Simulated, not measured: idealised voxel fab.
Process module name: voxel self aligned vias
Each square cell in cross-section cut measures 5 nm, and the section as a whole is 140 nm wide.
Cross-section spec: square-cell grid; bands listed top down; each band is one or more rows. Top height, bottom height, nm. Materials left to right, width each, nm. Single material + "edge to edge" = fills band edge to edge. "blank" = empty. A quick word on heights: they are counted from 0, and under that level the wafer as it came to us is one material throughout. The lowest band is different from the rest in having no bottom; it simply continues downward, written as in "0 and below". Per-row width for "30->40": begins at first number (top row of band), ends at second number (bottom row), increment between rows held constant. No cell of the cross-section changed in a step that is given as "no alteration". "Closed void entries": sealed empty spaces, 8 cells or more, no open way to top, listed width x height at distance, with distance from the left edge and width, height and distance in nm. That trailing text on a step's line, after the settings, is the simulator's own remark on the step. You can add "overlay nm" to a step's line. For a step with a mask, it describes how far the mask lay to the right of its planned position, and a negative number describes a lay to the left.

**The steps planned for the process are as follows**
- 1: op RECEIVE | material Si
- 2: op CONFORMAL_DEP | material SiO2 | thk nm 10
- 3: op CONFORMAL_DEP | material SiCN | thk nm 5
- 4: op DIRECTIONAL_DEP | material lowk | thk nm 30
- 5: op PATTERN | tone open | mask id LINES | material resist | width nm 30 | pitch nm 55 | thk nm 20 | overlay nm 0
- 6: op DIRECTIONAL_ETCH | etch materials lowk | depth nm 30
- 7: op STRIP | etch materials resist
- 8: op CONFORMAL_DEP | material TiN | thk nm 5
- 9: op FILL_DEP | material W | thk nm 10
- 10: op CMP | height nm 45
- 11: op SELECTIVE_ETCH | etch materials W Ru TiN | depth nm 5
- 12: op FILL_DEP | material SiN | thk nm 5
- 13: op CMP | height nm 45
- 14: op DIRECTIONAL_DEP | material lowk | thk nm 20
- 15: op DIRECTIONAL_DEP | material aC | thk nm 15
- 16: op PATTERN | tone open | mask id VIAS | material resist | width nm 40 | thk nm 30 | overlay nm 0
- 17: op DIRECTIONAL_ETCH | etch materials aC | depth nm 15
- 18: op STRIP | etch materials resist
- 19: op DIRECTIONAL_ETCH | etch materials lowk | depth nm 20
- 20: op DIRECTIONAL_ETCH | etch materials SiN | depth nm 5
- 21: op STRIP | etch materials aC
- 22: op CONFORMAL_DEP | material TiN | thk nm 5
- 23: op FILL_DEP | material W | thk nm 5
- 24: op CMP | height nm 65
- 25: op CONFORMAL_DEP | material SiN | thk nm 5

**The first of the two wafers, which ran as planned**

**Shown in cross-section is the wafer as received, that is, as it stands after step 1**
	0 and below  Si edge to edge
	Closed void entries: none

**After step 2: wafer cross-section**
	10 down to 0  SiO2 edge to edge
	Below 0 it's all the same as before, nothing changed down there.

**After step 3: wafer cross-section**
	15 down to 10  SiCN edge to edge
	Below 10 it's all the same as before, nothing changed down there.

**After step 4: wafer cross-section**
	45 down to 15  lowk edge to edge
	Below 15 it's all the same as before, nothing changed down there.

**After step 5: wafer cross-section**
	65 down to 45  resist 25 nm; blank 30 nm; resist 25 nm; blank 30 nm; resist 30 nm
	Below 45 it's all the same as before, nothing changed down there.

**After step 6: wafer cross-section**
	65 down to 45  resist 25 nm; blank 30 nm; resist 25 nm; blank 30 nm; resist 30 nm
	45 down to 15  lowk 25 nm; blank 30 nm; lowk 25 nm; blank 30 nm; lowk 30 nm
	Below 15 it's all the same as before, nothing changed down there.

**After step 7: wafer cross-section**
	45 down to 15  lowk 25 nm; blank 30 nm; lowk 25 nm; blank 30 nm; lowk 30 nm
	Below 15 it's all the same as before, nothing changed down there.

**After step 8: wafer cross-section**
	50 down to 45  TiN 30 nm; blank 20 nm; TiN 35 nm; blank 20 nm; TiN 35 nm
	45 down to 20  lowk 25 nm; TiN 5 nm; blank 20 nm; TiN 5 nm; lowk 25 nm; TiN 5 nm; blank 20 nm; TiN 5 nm; lowk 30 nm
	20 down to 15  lowk 25 nm; TiN 30 nm; lowk 25 nm; TiN 30 nm; lowk 30 nm
	Below 15 it's all the same as before, nothing changed down there.

**After step 9: wafer cross-section**
	60 down to 50  W edge to edge
	50 down to 45  TiN 30 nm; W 20 nm; TiN 35 nm; W 20 nm; TiN 35 nm
	45 down to 20  lowk 25 nm; TiN 5 nm; W 20 nm; TiN 5 nm; lowk 25 nm; TiN 5 nm; W 20 nm; TiN 5 nm; lowk 30 nm
	Below 20 it's all the same as before, nothing changed down there.

**After step 10: wafer cross-section**
	45 down to 20  lowk 25 nm; TiN 5 nm; W 20 nm; TiN 5 nm; lowk 25 nm; TiN 5 nm; W 20 nm; TiN 5 nm; lowk 30 nm
	Below 20 it's all the same as before, nothing changed down there.

**After step 11: wafer cross-section**
	45 down to 40  lowk 25 nm; blank 30 nm; lowk 25 nm; blank 30 nm; lowk 30 nm
	Below 40 it's all the same as before, nothing changed down there.

**After step 12: wafer cross-section**
	50 down to 45  SiN edge to edge
	45 down to 40  lowk 25 nm; SiN 30 nm; lowk 25 nm; SiN 30 nm; lowk 30 nm
	Below 40 it's all the same as before, nothing changed down there.

**After step 13: wafer cross-section**
	45 down to 40  lowk 25 nm; SiN 30 nm; lowk 25 nm; SiN 30 nm; lowk 30 nm
	Below 40 it's all the same as before, nothing changed down there.

**After step 14: wafer cross-section**
	65 down to 45  lowk edge to edge
	Below 45 it's all the same as before, nothing changed down there.

**After step 15: wafer cross-section**
	80 down to 65  aC edge to edge
	Below 65 it's all the same as before, nothing changed down there.

**After step 16: wafer cross-section**
	110 down to 80  resist 20 nm; blank 40 nm; resist 80 nm
	Below 80 it's all the same as before, nothing changed down there.

**After step 17: wafer cross-section**
	95 down to 80  resist 20 nm; blank 40 nm; resist 80 nm
	80 down to 65  aC 20 nm; blank 40 nm; aC 80 nm
	Below 65 it's all the same as before, nothing changed down there.

**After step 18: wafer cross-section**
	80 down to 65  aC 20 nm; blank 40 nm; aC 80 nm
	Below 65 it's all the same as before, nothing changed down there.

**After step 19: wafer cross-section**
	80 down to 65  aC 20 nm; blank 40 nm; aC 80 nm
	65 down to 45  lowk 20 nm; blank 40 nm; lowk 80 nm
	Below 45 it's all the same as before, nothing changed down there.

**After step 20: wafer cross-section**
	80 down to 65  aC 20 nm; blank 40 nm; aC 80 nm
	65 down to 45  lowk 20 nm; blank 40 nm; lowk 80 nm
	45 down to 40  lowk 25 nm; blank 30 nm; lowk 25 nm; SiN 30 nm; lowk 30 nm
	Below 40 it's all the same as before, nothing changed down there.

**After step 21: wafer cross-section**
	65 down to 45  lowk 20 nm; blank 40 nm; lowk 80 nm
	Below 45 it's all the same as before, nothing changed down there.

**After step 22: wafer cross-section**
	70 down to 65  TiN 25 nm; blank 30 nm; TiN 85 nm
	65 down to 50  lowk 20 nm; TiN 5 nm; blank 30 nm; TiN 5 nm; lowk 80 nm
	50 down to 45  lowk 20 nm; TiN 10 nm; blank 20 nm; TiN 10 nm; lowk 80 nm
	45 down to 40  lowk 25 nm; TiN 30 nm; lowk 25 nm; SiN 30 nm; lowk 30 nm
	Below 40 it's all the same as before, nothing changed down there.

**After step 23: wafer cross-section**
	75 down to 70  W edge to edge
	70 down to 65  TiN 25 nm; W 30 nm; TiN 85 nm
	65 down to 50  lowk 20 nm; TiN 5 nm; W 30 nm; TiN 5 nm; lowk 80 nm
	50 down to 45  lowk 20 nm; TiN 10 nm; W 20 nm; TiN 10 nm; lowk 80 nm
	Below 45 it's all the same as before, nothing changed down there.

**After step 24: wafer cross-section**
	65 down to 50  lowk 20 nm; TiN 5 nm; W 30 nm; TiN 5 nm; lowk 80 nm
	Below 50 it's all the same as before, nothing changed down there.

**After step 25: wafer cross-section**
	70 down to 65  SiN edge to edge
	Below 65 it's all the same as before, nothing changed down there.

**Second Wafer (Identical Start and Plan, One Processing Error; Matches First Wafer Through Step 2)**

Second wafer at the planned finish of step 3, seen in cross-section: no alteration

**Second wafer at the planned finish of step 4, seen in cross-section**
	40 down to 10  lowk edge to edge
	Below 10 it's all the same as before, nothing changed down there.

**Second wafer at the planned finish of step 5, seen in cross-section**
	60 down to 40  resist 25 nm; blank 30 nm; resist 25 nm; blank 30 nm; resist 30 nm
	Below 40 it's all the same as before, nothing changed down there.

**Second wafer at the planned finish of step 6, seen in cross-section**
	60 down to 40  resist 25 nm; blank 30 nm; resist 25 nm; blank 30 nm; resist 30 nm
	40 down to 10  lowk 25 nm; blank 30 nm; lowk 25 nm; blank 30 nm; lowk 30 nm
	Below 10 it's all the same as before, nothing changed down there.

**Second wafer at the planned finish of step 7, seen in cross-section**
	40 down to 10  lowk 25 nm; blank 30 nm; lowk 25 nm; blank 30 nm; lowk 30 nm
	Below 10 it's all the same as before, nothing changed down there.

**Second wafer at the planned finish of step 8, seen in cross-section**
	45 down to 40  TiN 30 nm; blank 20 nm; TiN 35 nm; blank 20 nm; TiN 35 nm
	40 down to 15  lowk 25 nm; TiN 5 nm; blank 20 nm; TiN 5 nm; lowk 25 nm; TiN 5 nm; blank 20 nm; TiN 5 nm; lowk 30 nm
	15 down to 10  lowk 25 nm; TiN 30 nm; lowk 25 nm; TiN 30 nm; lowk 30 nm
	Below 10 it's all the same as before, nothing changed down there.

**Second wafer at the planned finish of step 9, seen in cross-section**
	55 down to 45  W edge to edge
	45 down to 40  TiN 30 nm; W 20 nm; TiN 35 nm; W 20 nm; TiN 35 nm
	40 down to 15  lowk 25 nm; TiN 5 nm; W 20 nm; TiN 5 nm; lowk 25 nm; TiN 5 nm; W 20 nm; TiN 5 nm; lowk 30 nm
	Below 15 it's all the same as before, nothing changed down there.

**Second wafer at the planned finish of step 10, seen in cross-section**
	45 down to 40  TiN 30 nm; W 20 nm; TiN 35 nm; W 20 nm; TiN 35 nm
	Below 40 it's all the same as before, nothing changed down there.

**Second wafer at the planned finish of step 11, seen in cross-section**
	40 down to 15  lowk 25 nm; TiN 5 nm; W 20 nm; TiN 5 nm; lowk 25 nm; TiN 5 nm; W 20 nm; TiN 5 nm; lowk 30 nm
	Below 15 it's all the same as before, nothing changed down there.

**Second wafer at the planned finish of step 12, seen in cross-section**
	45 down to 40  SiN edge to edge
	Below 40 it's all the same as before, nothing changed down there.

Second wafer at the planned finish of step 13, seen in cross-section: no alteration

**Second wafer at the planned finish of step 14, seen in cross-section**
	65 down to 45  lowk edge to edge
	Below 45 it's all the same as before, nothing changed down there.

**Second wafer at the planned finish of step 15, seen in cross-section**
	80 down to 65  aC edge to edge
	Below 65 it's all the same as before, nothing changed down there.

**Second wafer at the planned finish of step 16, seen in cross-section**
	110 down to 80  resist 20 nm; blank 40 nm; resist 80 nm
	Below 80 it's all the same as before, nothing changed down there.

**Second wafer at the planned finish of step 17, seen in cross-section**
	95 down to 80  resist 20 nm; blank 40 nm; resist 80 nm
	80 down to 65  aC 20 nm; blank 40 nm; aC 80 nm
	Below 65 it's all the same as before, nothing changed down there.

**Second wafer at the planned finish of step 18, seen in cross-section**
	80 down to 65  aC 20 nm; blank 40 nm; aC 80 nm
	Below 65 it's all the same as before, nothing changed down there.

**Second wafer at the planned finish of step 19, seen in cross-section**
	80 down to 65  aC 20 nm; blank 40 nm; aC 80 nm
	65 down to 45  lowk 20 nm; blank 40 nm; lowk 80 nm
	Below 45 it's all the same as before, nothing changed down there.

**Second wafer at the planned finish of step 20, seen in cross-section**
	80 down to 65  aC 20 nm; blank 40 nm; aC 80 nm
	65 down to 45  lowk 20 nm; blank 40 nm; lowk 80 nm
	45 down to 40  SiN 20 nm; blank 40 nm; SiN 80 nm
	Below 40 it's all the same as before, nothing changed down there.

**Second wafer at the planned finish of step 21, seen in cross-section**
	65 down to 45  lowk 20 nm; blank 40 nm; lowk 80 nm
	Below 45 it's all the same as before, nothing changed down there.

**Second wafer at the planned finish of step 22, seen in cross-section**
	70 down to 65  TiN 25 nm; blank 30 nm; TiN 85 nm
	65 down to 45  lowk 20 nm; TiN 5 nm; blank 30 nm; TiN 5 nm; lowk 80 nm
	45 down to 40  SiN 20 nm; TiN 40 nm; SiN 80 nm
	Below 40 it's all the same as before, nothing changed down there.

**Second wafer at the planned finish of step 23, seen in cross-section**
	75 down to 70  W edge to edge
	70 down to 65  TiN 25 nm; W 30 nm; TiN 85 nm
	65 down to 45  lowk 20 nm; TiN 5 nm; W 30 nm; TiN 5 nm; lowk 80 nm
	Below 45 it's all the same as before, nothing changed down there.

**Second wafer at the planned finish of step 24, seen in cross-section**
	65 down to 45  lowk 20 nm; TiN 5 nm; W 30 nm; TiN 5 nm; lowk 80 nm
	Below 45 it's all the same as before, nothing changed down there.

**Second wafer at the planned finish of step 25, seen in cross-section**
	70 down to 65  SiN edge to edge
	Below 65 it's all the same as before, nothing changed down there.
The mistake made against the process plan was this: step 3 of the plan was excluded from execution and never run
End of process, cell counts, second wafer against first, materials with more or fewer: SiCN: 28 fewer; SiN: 14 more; TiN: 4 more; W: 10 more
